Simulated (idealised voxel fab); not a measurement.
process module | voxel transistor to metal
cross-section cut | 190 nm wide | cells 5 nm
A cross-section is a grid of square cells, given in bands from the top down. A band is one or more rows of cells.
Each band's line starts with the height of the band's top and of its bottom, in nm. Then come its materials from left to right, each with its width in nm. One material with "throughout" fills the band from edge to edge. "air" is empty space.
Height 0 is the level under which the wafer as received is all one material. The lowest band goes on downwards, as in "0 down".
A width such as "30 to 40" changes by the same amount from each row of cells to the next, from the band's top row to its bottom row.
"no change" after a step means that no cell of the cross-section changed.
closed voids: empty space of 8 cells or more with no open way to the top, each as width x height at its distance from the left edge, in nm
after a step's settings: what the simulator itself notes on the step
overlay nm, on a step with a mask: how far to the right of its planned place the mask lay; to the left if negative
plan
1 op RECEIVE | material Si
2 op OXIDIZE | depth nm 5
3 op CONFORMAL_DEP | material SiN | thk nm 10
4 op MASKED_ETCH | tone cover | mask id ACTIVE | width nm 100 | etch materials SiN | depth nm 10 | overlay nm 0
5 op MASKED_ETCH | tone cover | mask id ACTIVE | width nm 100 | etch materials SiO2 | depth nm 5 | overlay nm 0
6 op MASKED_ETCH | tone cover | mask id ACTIVE | width nm 100 | etch materials Si | depth nm 35 | overlay nm 0
7 op OXIDIZE | depth nm 5
8 op FILL_DEP | material SiO2 | thk nm 15
9 op CMP | height nm 10
10 op SELECTIVE_ETCH | etch materials SiO2 | depth nm 5
11 op STRIP | etch materials SiN
12 op SELECTIVE_ETCH | etch materials SiO2 | depth nm 5
13 op OXIDIZE | depth nm 5
14 op DIRECTIONAL_DEP | material polySi | thk nm 20
15 op DIRECTIONAL_DEP | material SiCN | thk nm 10
16 op PATTERN | tone cover | mask id GATE | material resist | width nm 20 | thk nm 20 | overlay nm 0
17 op DIRECTIONAL_ETCH | etch materials SiCN | depth nm 20
18 op DIRECTIONAL_ETCH | etch materials polySi | depth nm 30
19 op STRIP | etch materials resist
20 op CONFORMAL_DEP | material SiO2 | thk nm 5
21 op DIRECTIONAL_ETCH | etch materials SiO2 | depth nm 5
22 op CONFORMAL_DEP | material SiN | thk nm 10
23 op DIRECTIONAL_ETCH | etch materials SiN | depth nm 10
24 op DIRECTIONAL_ETCH | etch materials SiO2 | depth nm 5
25 op DIRECTIONAL_ETCH | etch materials Si | depth nm 10
26 op EPI | material nSi | thk nm 15
27 op FILL_DEP | material SiO2 | thk nm 10
28 op CMP | height nm 25
29 op DIRECTIONAL_DEP | material SiO2 | thk nm 15
30 op PATTERN | tone open | mask id CONTACT | material resist | width nm 15 | pitch nm 75 | thk nm 20 | overlay nm 0
31 op DIRECTIONAL_ETCH | etch materials SiO2 | depth nm 35
32 op STRIP | etch materials resist
33 op CONFORMAL_DEP | material TiN | thk nm 5
34 op FILL_DEP | material Ru | thk nm 10
35 op CMP | height nm 40
36 op CONFORMAL_DEP | material SiCN | thk nm 5
37 op DIRECTIONAL_DEP | material lowk | thk nm 15
38 op PATTERN | tone open | mask id METAL_1 | material resist | width nm 15 | pitch nm 75 | thk nm 20 | overlay nm 0
39 op DIRECTIONAL_ETCH | etch materials lowk | depth nm 15
40 op DIRECTIONAL_ETCH | etch materials SiCN | depth nm 5
41 op STRIP | etch materials resist
42 op CONFORMAL_DEP | material TiN | thk nm 5
43 op FILL_DEP | material Ru | thk nm 5
44 op CMP | height nm 60
45 op CONFORMAL_DEP | material SiN | thk nm 5
as received, after step 1
  0 down: Si throughout
  closed voids: none
a wafer at the end: this start, this plan, one mistake
  65 to 60: SiN throughout
  60 to 45: lowk 50 | TiN 5 | SiCN 5 | TiN 5 | lowk 60 | TiN 5 | SiCN 5 | TiN 5 | lowk 50
  45 to 40: SiCN 50 | TiN 15 | SiCN 60 | TiN 15 | SiCN 50
  40 to 25: SiO2 50 | TiN 5 | Ru 5 | TiN 5 | SiO2 60 | TiN 5 | Ru 5 | TiN 5 | SiO2 50
  25 to 15: SiO2 50 | TiN 5 | Ru 5 | TiN 5 | SiO2 5 | SiN 10 | SiO2 5 | SiCN 20 | SiO2 5 | SiN 10 | SiO2 5 | TiN 5 | Ru 5 | TiN 5 | SiO2 50
  15 to 10: SiO2 50 | TiN 5 | Ru 5 | TiN 5 | SiO2 5 | SiN 10 | SiO2 5 | polySi 20 | SiO2 5 | SiN 10 | SiO2 5 | TiN 5 | Ru 5 | TiN 5 | SiO2 50
  10 to 5: SiO2 50 | TiN 15 | SiO2 5 | SiN 10 | SiO2 5 | polySi 20 | SiO2 5 | SiN 10 | SiO2 5 | TiN 15 | SiO2 50
  5 to 0: SiO2 50 | nSi 20 | SiN 10 | SiO2 5 | polySi 20 | SiO2 5 | SiN 10 | nSi 20 | SiO2 50
  0 to -5: SiO2 45 | SiN 10 | nSi 15 | SiN 10 | SiO2 5 | polySi 20 | SiO2 5 | SiN 10 | nSi 15 | SiN 10 | SiO2 45
  -5 to -10: SiO2 55 | nSi 15 | SiO2 50 | nSi 15 | SiO2 55
  -10 to -20: SiO2 50 | Si 5 | nSi 15 | Si 50 | nSi 15 | Si 5 | SiO2 50
  -20 to -45: SiO2 50 | Si 90 | SiO2 50
  -45 down: Si throughout
  closed voids: none
what went wrong: step 43 ran as: op FILL_DEP | material SiCN | thk nm 5
